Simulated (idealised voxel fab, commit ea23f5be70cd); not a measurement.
Herein follows the process module entitled voxel capacitor over wiring.
Cross-section cut: width 190 nm, square cells of 5 nm.
Cross-section format: a grid of square cells, given as bands from top to bottom; each band is one or more rows of cells.
The entry gives the band's vertical extent as a top height and a bottom height in nm, then its horizontal make-up as materials from left to right, each with a width in nm. "blank" stands for empty space; a single material marked "full width" fills the band edge to edge.
Below 0: as-received wafer, all one material; heights counted from there. Lowest band: no bottom, goes on down, written "0 down".
You'd read "30..40" like this: the band's top row of cells is as wide as the first number, its bottom row is as wide as the second, and going down, every row changes width by the same amount as the row before did.
For the purposes of this document, the phrase "changes: none" attached to a step denotes that no cell within the cross-section was modified by that step.
What "Tabulated closed voids" gives you is every empty space of 8 cells or more that is cut off from the top. Each appears as width x height at distance, with the distance taken from the left edge and width, height and distance all in nm.
If you see something after the settings on a step's line, that's the simulator's own remark about that step.
"overlay nm" answers the question of how far to the right of plan the mask lay on a step that has a mask, and when it is negative the answer is to the left.
Planned process steps
1) op RECEIVE | material Si
2) op CONFORMAL_DEP | material SiO2 | thk nm 10
3) op CONFORMAL_DEP | material SiN | thk nm 5
4) op DIRECTIONAL_DEP | material lowk | thk nm 25
5) op PATTERN | tone open | mask id METAL_1 | material resist | width nm 30 | pitch nm 80 | thk nm 20 | overlay nm 0
6) op DIRECTIONAL_ETCH | etch materials lowk | depth nm 25
7) op DIRECTIONAL_ETCH | etch materials SiN | depth nm 5
8) op STRIP | etch materials resist
9) op CONFORMAL_DEP | material TiN | thk nm 5
10) op FILL_DEP | material Cu | thk nm 5
11) op CMP | height nm 40
12) op CONFORMAL_DEP | material SiCN | thk nm 5
13) op DIRECTIONAL_DEP | material lowk | thk nm 10
14) op MASKED_ETCH | tone open | mask id PLUG_1 | width nm 15 | etch materials lowk | depth nm 10 | overlay nm 0
15) op MASKED_ETCH | tone open | mask id PLUG_1 | width nm 15 | etch materials SiCN | depth nm 5 | overlay nm 0
16) op CONFORMAL_DEP | material TiN | thk nm 5
17) op FILL_DEP | material Ru | thk nm 10
18) op CMP | height nm 55
19) op DIRECTIONAL_DEP | material TiN | thk nm 5
20) op DIRECTIONAL_DEP | material SiN | thk nm 5
21) op DIRECTIONAL_DEP | material TiN | thk nm 10
22) op MASKED_ETCH | tone cover | mask id UPPER_PLATE | width nm 55 | etch materials TiN | depth nm 10 | overlay nm 0
23) op MASKED_ETCH | tone cover | mask id UPPER_PLATE | width nm 55 | etch materials SiN | depth nm 5 | overlay nm 0
24) op MASKED_ETCH | tone cover | mask id LOWER_PLATE | width nm 65 | etch materials TiN | depth nm 5 | overlay nm 0
25) op FILL_DEP | material SiO2 | thk nm 15
26) op CMP | height nm 85
27) op MASKED_ETCH | tone open | mask id PLUG_2 | width nm 15 | etch materials SiO2 | depth nm 10 | overlay nm 0
28) op CONFORMAL_DEP | material TiN | thk nm 5
29) op FILL_DEP | material Ru | thk nm 10
30) op CMP | height nm 85
31) op CONFORMAL_DEP | material SiN | thk nm 5
The first wafer of two, processed as planned
Incoming wafer in cross-section (state: after step 1)
	0 down | Si full width
	Tabulated closed voids: none
The following cross-section depicts the wafer upon completion of step 2
	10 to 0 | SiO2 full width
	Note: structure below 0 unchanged.
The following cross-section depicts the wafer upon completion of step 3
	15 to 10 | SiN full width
	Note: structure below 10 unchanged.
The following cross-section depicts the wafer upon completion of step 4
	40 to 15 | lowk full width
	Note: structure below 15 unchanged.
The following cross-section depicts the wafer upon completion of step 5
	60 to 40 | resist 40  blank 30  resist 50  blank 30  resist 40
	Note: structure below 40 unchanged.
The following cross-section depicts the wafer upon completion of step 6
	60 to 40 | resist 40  blank 30  resist 50  blank 30  resist 40
	40 to 15 | lowk 40  blank 30  lowk 50  blank 30  lowk 40
	Note: structure below 15 unchanged.
The following cross-section depicts the wafer upon completion of step 7
	60 to 40 | resist 40  blank 30  resist 50  blank 30  resist 40
	40 to 15 | lowk 40  blank 30  lowk 50  blank 30  lowk 40
	15 to 10 | SiN 40  blank 30  SiN 50  blank 30  SiN 40
	Note: structure below 10 unchanged.
The following cross-section depicts the wafer upon completion of step 8
	40 to 15 | lowk 40  blank 30  lowk 50  blank 30  lowk 40
	Note: structure below 15 unchanged.
The following cross-section depicts the wafer upon completion of step 9
	45 to 40 | TiN 45  blank 20  TiN 60  blank 20  TiN 45
	40 to 15 | lowk 40  TiN 5  blank 20  TiN 5  lowk 50  TiN 5  blank 20  TiN 5  lowk 40
	15 to 10 | SiN 40  TiN 30  SiN 50  TiN 30  SiN 40
	Note: structure below 10 unchanged.
The following cross-section depicts the wafer upon completion of step 10
	50 to 45 | Cu full width
	45 to 40 | TiN 45  Cu 20  TiN 60  Cu 20  TiN 45
	40 to 15 | lowk 40  TiN 5  Cu 20  TiN 5  lowk 50  TiN 5  Cu 20  TiN 5  lowk 40
	Note: structure below 15 unchanged.
The following cross-section depicts the wafer upon completion of step 11
	40 to 15 | lowk 40  TiN 5  Cu 20  TiN 5  lowk 50  TiN 5  Cu 20  TiN 5  lowk 40
	Note: structure below 15 unchanged.
The following cross-section depicts the wafer upon completion of step 12
	45 to 40 | SiCN full width
	Note: structure below 40 unchanged.
The following cross-section depicts the wafer upon completion of step 13
	55 to 45 | lowk full width
	Note: structure below 45 unchanged.
The following cross-section depicts the wafer upon completion of step 14
	55 to 45 | lowk 55  blank 15  lowk 120
	Note: structure below 45 unchanged.
The following cross-section depicts the wafer upon completion of step 15
	55 to 45 | lowk 55  blank 15  lowk 120
	45 to 40 | SiCN 55  blank 15  SiCN 120
	Note: structure below 40 unchanged.
The following cross-section depicts the wafer upon completion of step 16
	60 to 55 | TiN 60  blank 5  TiN 125
	55 to 45 | lowk 55  TiN 5  blank 5  TiN 5  lowk 120
	45 to 40 | SiCN 55  TiN 15  SiCN 120
	Note: structure below 40 unchanged.
The following cross-section depicts the wafer upon completion of step 17
	70 to 60 | Ru full width
	60 to 55 | TiN 60  Ru 5  TiN 125
	55 to 45 | lowk 55  TiN 5  Ru 5  TiN 5  lowk 120
	Note: structure below 45 unchanged.
The following cross-section depicts the wafer upon completion of step 18
	55 to 45 | lowk 55  TiN 5  Ru 5  TiN 5  lowk 120
	Note: structure below 45 unchanged.
The following cross-section depicts the wafer upon completion of step 19
	60 to 55 | TiN full width
	Note: structure below 55 unchanged.
The following cross-section depicts the wafer upon completion of step 20
	65 to 60 | SiN full width
	Note: structure below 60 unchanged.
The following cross-section depicts the wafer upon completion of step 21
	75 to 65 | TiN full width
	Note: structure below 65 unchanged.
The following cross-section depicts the wafer upon completion of step 22
	75 to 65 | blank 55  TiN 55  blank 80
	Note: structure below 65 unchanged.
The following cross-section depicts the wafer upon completion of step 23
	75 to 65 | blank 55  TiN 55  blank 80
	65 to 60 | blank 55  SiN 55  blank 80
	Note: structure below 60 unchanged.
The following cross-section depicts the wafer upon completion of step 24
	75 to 65 | blank 55  TiN 55  blank 80
	65 to 60 | blank 55  SiN 55  blank 80
	60 to 55 | blank 50  TiN 65  blank 75
	Note: structure below 55 unchanged.
The following cross-section depicts the wafer upon completion of step 25
	90 to 75 | SiO2 full width
	75 to 65 | SiO2 55  TiN 55  SiO2 80
	65 to 60 | SiO2 55  SiN 55  SiO2 80
	60 to 55 | SiO2 50  TiN 65  SiO2 75
	Note: structure below 55 unchanged.
The following cross-section depicts the wafer upon completion of step 26
	85 to 75 | SiO2 full width
	Note: structure below 75 unchanged.
The following cross-section depicts the wafer upon completion of step 27
	85 to 75 | SiO2 65  blank 15  SiO2 110
	Note: structure below 75 unchanged.
The following cross-section depicts the wafer upon completion of step 28
	90 to 85 | TiN 70  blank 5  TiN 115
	85 to 80 | SiO2 65  TiN 5  blank 5  TiN 5  SiO2 110
	80 to 75 | SiO2 65  TiN 15  SiO2 110
	Note: structure below 75 unchanged.
The following cross-section depicts the wafer upon completion of step 29
	100 to 90 | Ru full width
	90 to 85 | TiN 70  Ru 5  TiN 115
	85 to 80 | SiO2 65  TiN 5  Ru 5  TiN 5  SiO2 110
	Note: structure below 80 unchanged.
The following cross-section depicts the wafer upon completion of step 30
	85 to 80 | SiO2 65  TiN 5  Ru 5  TiN 5  SiO2 110
	Note: structure below 80 unchanged.
The following cross-section depicts the wafer upon completion of step 31
	90 to 85 | SiN full width
	Note: structure below 85 unchanged.
Here the second wafer is described. Its start and its plan were those of the first wafer. Its run contained one mistake. Up to and including step 8, it did exactly what the first wafer did
The second wafer cut through, at the time step 9 was supposed to be finished
	45 to 40 | Ru 45  blank 20  Ru 60  blank 20  Ru 45
	40 to 15 | lowk 40  Ru 5  blank 20  Ru 5  lowk 50  Ru 5  blank 20  Ru 5  lowk 40
	15 to 10 | SiN 40  Ru 30  SiN 50  Ru 30  SiN 40
	Note: structure below 10 unchanged.
The second wafer cut through, at the time step 10 was supposed to be finished
	50 to 45 | Cu full width
	45 to 40 | Ru 45  Cu 20  Ru 60  Cu 20  Ru 45
	40 to 15 | lowk 40  Ru 5  Cu 20  Ru 5  lowk 50  Ru 5  Cu 20  Ru 5  lowk 40
	Note: structure below 15 unchanged.
The second wafer cut through, at the time step 11 was supposed to be finished
	40 to 15 | lowk 40  Ru 5  Cu 20  Ru 5  lowk 50  Ru 5  Cu 20  Ru 5  lowk 40
	Note: structure below 15 unchanged.
The second wafer cut through, at the time step 12 was supposed to be finished
	45 to 40 | SiCN full width
	Note: structure below 40 unchanged.
The second wafer cut through, at the time step 13 was supposed to be finished
	55 to 45 | lowk full width
	Note: structure below 45 unchanged.
The second wafer cut through, at the time step 14 was supposed to be finished
	55 to 45 | lowk 55  blank 15  lowk 120
	Note: structure below 45 unchanged.
The second wafer cut through, at the time step 15 was supposed to be finished
	55 to 45 | lowk 55  blank 15  lowk 120
	45 to 40 | SiCN 55  blank 15  SiCN 120
	Note: structure below 40 unchanged.
The second wafer cut through, at the time step 16 was supposed to be finished
	60 to 55 | TiN 60  blank 5  TiN 125
	55 to 45 | lowk 55  TiN 5  blank 5  TiN 5  lowk 120
	45 to 40 | SiCN 55  TiN 15  SiCN 120
	Note: structure below 40 unchanged.
The second wafer cut through, at the time step 17 was supposed to be finished
	70 to 60 | Ru full width
	60 to 55 | TiN 60  Ru 5  TiN 125
	55 to 45 | lowk 55  TiN 5  Ru 5  TiN 5  lowk 120
	Note: structure below 45 unchanged.
The second wafer cut through, at the time step 18 was supposed to be finished
	55 to 45 | lowk 55  TiN 5  Ru 5  TiN 5  lowk 120
	Note: structure below 45 unchanged.
The second wafer cut through, at the time step 19 was supposed to be finished
	60 to 55 | TiN full width
	Note: structure below 55 unchanged.
The second wafer cut through, at the time step 20 was supposed to be finished
	65 to 60 | SiN full width
	Note: structure below 60 unchanged.
The second wafer cut through, at the time step 21 was supposed to be finished
	75 to 65 | TiN full width
	Note: structure below 65 unchanged.
The second wafer cut through, at the time step 22 was supposed to be finished
	75 to 65 | blank 55  TiN 55  blank 80
	Note: structure below 65 unchanged.
The second wafer cut through, at the time step 23 was supposed to be finished
	75 to 65 | blank 55  TiN 55  blank 80
	65 to 60 | blank 55  SiN 55  blank 80
	Note: structure below 60 unchanged.
The second wafer cut through, at the time step 24 was supposed to be finished
	75 to 65 | blank 55  TiN 55  blank 80
	65 to 60 | blank 55  SiN 55  blank 80
	60 to 55 | blank 50  TiN 65  blank 75
	Note: structure below 55 unchanged.
The second wafer cut through, at the time step 25 was supposed to be finished
	90 to 75 | SiO2 full width
	75 to 65 | SiO2 55  TiN 55  SiO2 80
	65 to 60 | SiO2 55  SiN 55  SiO2 80
	60 to 55 | SiO2 50  TiN 65  SiO2 75
	Note: structure below 55 unchanged.
The second wafer cut through, at the time step 26 was supposed to be finished
	85 to 75 | SiO2 full width
	Note: structure below 75 unchanged.
The second wafer cut through, at the time step 27 was supposed to be finished
	85 to 75 | SiO2 65  blank 15  SiO2 110
	Note: structure below 75 unchanged.
The second wafer cut through, at the time step 28 was supposed to be finished
	90 to 85 | TiN 70  blank 5  TiN 115
	85 to 80 | SiO2 65  TiN 5  blank 5  TiN 5  SiO2 110
	80 to 75 | SiO2 65  TiN 15  SiO2 110
	Note: structure below 75 unchanged.
The second wafer cut through, at the time step 29 was supposed to be finished
	100 to 90 | Ru full width
	90 to 85 | TiN 70  Ru 5  TiN 115
	85 to 80 | SiO2 65  TiN 5  Ru 5  TiN 5  SiO2 110
	Note: structure below 80 unchanged.
The second wafer cut through, at the time step 30 was supposed to be finished
	85 to 80 | SiO2 65  TiN 5  Ru 5  TiN 5  SiO2 110
	Note: structure below 80 unchanged.
The second wafer cut through, at the time step 31 was supposed to be finished
	90 to 85 | SiN full width
	Note: structure below 85 unchanged.
In executing the process, a mistake was made relative to the plan: in deviation from the planned setting, step 9 was conducted as op CONFORMAL_DEP | material Ru | thk nm 5
Count the cells at the end and the second wafer has more or fewer of some materials than the first: Ru +32, TiN -32
